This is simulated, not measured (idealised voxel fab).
This is a process module. Its name is voxel ribs on slabs.
Square cells of 5 nm make up the cross-section cut, whose width is 160 nm.
How to read a cross-section here: the picture is a grid of square cells, written as bands going from the top down, and any band can span one or more rows of cells.
A band entry consists of two parts. The first gives the height of the band's top and the height of its bottom, in nm. The rest lists the band's materials from left to right, each with its width in nm. A single material labelled with the word "everywhere" fills the band from edge to edge, and the word "empty" marks empty space.
Below 0: as-received wafer, all one material; heights counted from there. Lowest band: no bottom, goes on down, written "0..down".
The width entry "30->40" should be interpreted row by row: the top row of cells in the band takes the first number, the bottom row takes the second number, and the change between adjacent rows is uniform throughout.
What does "no change occurred" mean for a step? It means no cell of the cross-section changed in that step.
"Enclosed empty spaces" - sealed voids, min. 8 cells, no opening to top; format: width x height at distance (distance from left edge; nm throughout).
Whatever follows a step's settings on its line is a remark the simulator itself makes about that step.
When a step includes a mask, the "overlay nm" setting on its line states how far to the right of its planned place that mask lay, and negative values state how far to the left.

**plan**
- 1: RECEIVE, material Si
- 2: DIRECTIONAL_DEP, material SiO2, thk nm 20
- 3: DIRECTIONAL_DEP, material polySi, thk nm 20
- 4: MASKED_ETCH, tone cover, mask id RIB, width nm 30, etch materials polySi, depth nm 5, overlay nm 0
- 5: PATTERN, tone cover, mask id SLAB, material resist, width nm 80, thk nm 20, overlay nm 0
- 6: DIRECTIONAL_ETCH, etch materials polySi, depth nm 15
- 7: STRIP, etch materials resist
- 8: FILL_DEP, material SiO2, thk nm 20
- 9: CMP, height nm 55
- 10: DIRECTIONAL_DEP, material W, thk nm 10
- 11: MASKED_ETCH, tone cover, mask id HEATER, width nm 40, etch materials W, depth nm 10, overlay nm 0
- 12: CONFORMAL_DEP, material SiN, thk nm 5

**Wafer cross-section on receipt, i.e. after step 1**
* 0..down | Si everywhere
* Enclosed empty spaces: none

**First wafer of two, sectioned at end of module; run went per plan**
* 70..65 | empty=55 | SiN=50 | empty=55
* 65..60 | empty=55 | SiN=5 | W=40 | SiN=5 | empty=55
* 60..55 | SiN=60 | W=40 | SiN=60
* 55..40 | SiO2 everywhere
* 40..35 | SiO2=65 | polySi=30 | SiO2=65
* 35..20 | SiO2=40 | polySi=80 | SiO2=40
* 20..0 | SiO2 everywhere
* 0..down | Si everywhere
* Enclosed empty spaces: none

**second wafer at the end: like start, like plan, one mistake**
* 65..55 | empty=60 | W=40 | empty=60
* 55..40 | SiO2 everywhere
* 40..35 | SiO2=65 | polySi=30 | SiO2=65
* 35..20 | SiO2=40 | polySi=80 | SiO2=40
* 20..0 | SiO2 everywhere
* 0..down | Si everywhere
* Enclosed empty spaces: none
What broke from the plan during processing? step 12 of the plan: omitted, not performed
The second wafer ends with more or fewer cells of some materials than the first, per final count: -36 SiN
